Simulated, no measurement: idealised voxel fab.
Process module heading - voxel capacitor over wiring
Square cells of 5 nm make up the cross-section cut, whose width is 255 nm.
Each cross-section below is a grid of square cells, stated as bands in top-down order, with one or more rows of cells making up each band.
Heads up on the band format: heights come first, top then bottom, in nm. After that it's the materials left to right, each with its width in nm. A single material flagged "throughout" fills the whole band edge to edge, and "empty" means there's empty space there.
The reference from which all heights are counted is 0, the level beneath which the as-received wafer is entirely one material; the lowest band, having no lower bound, proceeds downward and is written after the example "top 0, no bottom".
Think of "30..40" as a width that walks from the first number to the second as you go down the band, top row to bottom row, taking equal-sized steps from row to row.
"left unchanged" (step): cross-section cells unchanged, all of them.
The entry "Enclosed cavities" lists the empty spaces that cover at least 8 cells and have no open path to the top. Each is written as width x height at distance, where the distance is measured from the left edge and all three values are in nm.
It should be noted that, on the line of a given step, the content following the step's settings is a remark produced by the simulator itself with respect to that step.
Among the settings permitted on a step's line is "overlay nm"; applied to a step with a mask, it specifies the extent to which the mask lay to the right of its planned position, whereas a negative figure signifies a position to the left.

plan
1 RECEIVE with material Si
2 CONFORMAL_DEP with material SiO2, thk nm 15
3 CONFORMAL_DEP with material SiN, thk nm 5
4 DIRECTIONAL_DEP with material lowk, thk nm 25
5 DIRECTIONAL_DEP with material aC, thk nm 10
6 PATTERN with tone open, mask id METAL_1, material resist, width nm 25, pitch nm 95, thk nm 25, overlay nm 0
7 DIRECTIONAL_ETCH with etch materials aC, depth nm 10
8 STRIP with etch materials resist
9 DIRECTIONAL_ETCH with etch materials lowk, depth nm 25
10 DIRECTIONAL_ETCH with etch materials SiN, depth nm 5
11 STRIP with etch materials aC
12 CONFORMAL_DEP with material TiN, thk nm 5
13 FILL_DEP with material Cu, thk nm 10
14 CMP with height nm 45
15 CONFORMAL_DEP with material SiCN, thk nm 5
16 DIRECTIONAL_DEP with material SiO2, thk nm 10
17 PATTERN with tone open, mask id PLUG_1, material resist, width nm 15, thk nm 15, overlay nm 0
18 DIRECTIONAL_ETCH with etch materials SiO2, depth nm 10
19 DIRECTIONAL_ETCH with etch materials SiCN, depth nm 5
20 STRIP with etch materials resist
21 CONFORMAL_DEP with material TiN, thk nm 5
22 FILL_DEP with material W, thk nm 10
23 CMP with height nm 60
24 DIRECTIONAL_DEP with material TiN, thk nm 10
25 DIRECTIONAL_DEP with material SiN, thk nm 5
26 DIRECTIONAL_DEP with material TiN, thk nm 10
27 DIRECTIONAL_DEP with material aC, thk nm 10
28 PATTERN with tone cover, mask id UPPER_PLATE, material resist, width nm 75, thk nm 25, overlay nm 0
29 DIRECTIONAL_ETCH with etch materials aC, depth nm 10
30 STRIP with etch materials resist
31 DIRECTIONAL_ETCH with etch materials TiN, depth nm 10
32 DIRECTIONAL_ETCH with etch materials SiN, depth nm 5
33 STRIP with etch materials aC
34 DIRECTIONAL_DEP with material aC, thk nm 15
35 PATTERN with tone cover, mask id LOWER_PLATE, material resist, width nm 85, thk nm 30, overlay nm 0
36 DIRECTIONAL_ETCH with etch materials aC, depth nm 15
37 STRIP with etch materials resist
38 DIRECTIONAL_ETCH with etch materials TiN, depth nm 10
39 STRIP with etch materials aC
40 FILL_DEP with material SiO2, thk nm 15
41 CMP with height nm 95
42 DIRECTIONAL_DEP with material aC, thk nm 10
43 PATTERN with tone open, mask id PLUG_2, material resist, width nm 15, thk nm 25, overlay nm 0
44 DIRECTIONAL_ETCH with etch materials aC, depth nm 10
45 STRIP with etch materials resist
46 DIRECTIONAL_ETCH with etch materials SiO2, depth nm 10
47 STRIP with etch materials aC
48 CONFORMAL_DEP with material TiN, thk nm 5
49 FILL_DEP with material Cu, thk nm 5
50 CMP with height nm 95
51 CONFORMAL_DEP with material SiN, thk nm 5

Incoming wafer, cross-sectional view, post step 1
* top 0, no bottom: Si throughout
* Enclosed cavities: none

Cross-section, first of two wafers, end of module, run as planned
* top 100, bottom 95: SiN throughout
* top 95, bottom 90: SiO2 85 nm  TiN 5 nm  Cu 5 nm  TiN 5 nm  SiO2 155 nm
* top 90, bottom 85: SiO2 85 nm  TiN 15 nm  SiO2 155 nm
* top 85, bottom 75: SiO2 75 nm  TiN 75 nm  SiO2 105 nm
* top 75, bottom 70: SiO2 75 nm  SiN 75 nm  SiO2 105 nm
* top 70, bottom 60: SiO2 70 nm  TiN 85 nm  SiO2 100 nm
* top 60, bottom 50: SiO2 75 nm  TiN 5 nm  W 5 nm  TiN 5 nm  SiO2 165 nm
* top 50, bottom 45: SiCN 75 nm  TiN 15 nm  SiCN 165 nm
* top 45, bottom 20: lowk 65 nm  TiN 5 nm  Cu 15 nm  TiN 5 nm  lowk 70 nm  TiN 5 nm  Cu 15 nm  TiN 5 nm  lowk 70 nm
* top 20, bottom 15: SiN 65 nm  TiN 25 nm  SiN 70 nm  TiN 25 nm  SiN 70 nm
* top 15, bottom 0: SiO2 throughout
* top 0, no bottom: Si throughout
* Enclosed cavities: none

second wafer at the end: like start, like plan, one mistake
* top 100, bottom 95: SiN throughout
* top 95, bottom 90: SiO2 85 nm  TiN 5 nm  Cu 5 nm  TiN 5 nm  SiO2 155 nm
* top 90, bottom 85: SiO2 85 nm  TiN 15 nm  SiO2 155 nm
* top 85, bottom 75: SiO2 80 nm  TiN 70 nm  SiO2 105 nm
* top 75, bottom 70: SiO2 80 nm  SiN 70 nm  SiO2 105 nm
* top 70, bottom 60: SiO2 70 nm  TiN 85 nm  SiO2 100 nm
* top 60, bottom 50: SiO2 75 nm  TiN 5 nm  W 5 nm  TiN 5 nm  SiO2 165 nm
* top 50, bottom 45: SiCN 75 nm  TiN 15 nm  SiCN 165 nm
* top 45, bottom 20: lowk 65 nm  TiN 5 nm  Cu 15 nm  TiN 5 nm  lowk 70 nm  TiN 5 nm  Cu 15 nm  TiN 5 nm  lowk 70 nm
* top 20, bottom 15: SiN 65 nm  TiN 25 nm  SiN 70 nm  TiN 25 nm  SiN 70 nm
* top 15, bottom 0: SiO2 throughout
* top 0, no bottom: Si throughout
* Enclosed cavities: none
Want to know what went wrong? step 28 ran differently from the plan; actual operation with settings: PATTERN with tone cover, mask id UPPER_PLATE, material resist, width nm 70, thk nm 25, overlay nm 0
Final comparison by cell count, materials where the second wafer has more or fewer than the first: -1 SiN; +3 SiO2; -2 TiN
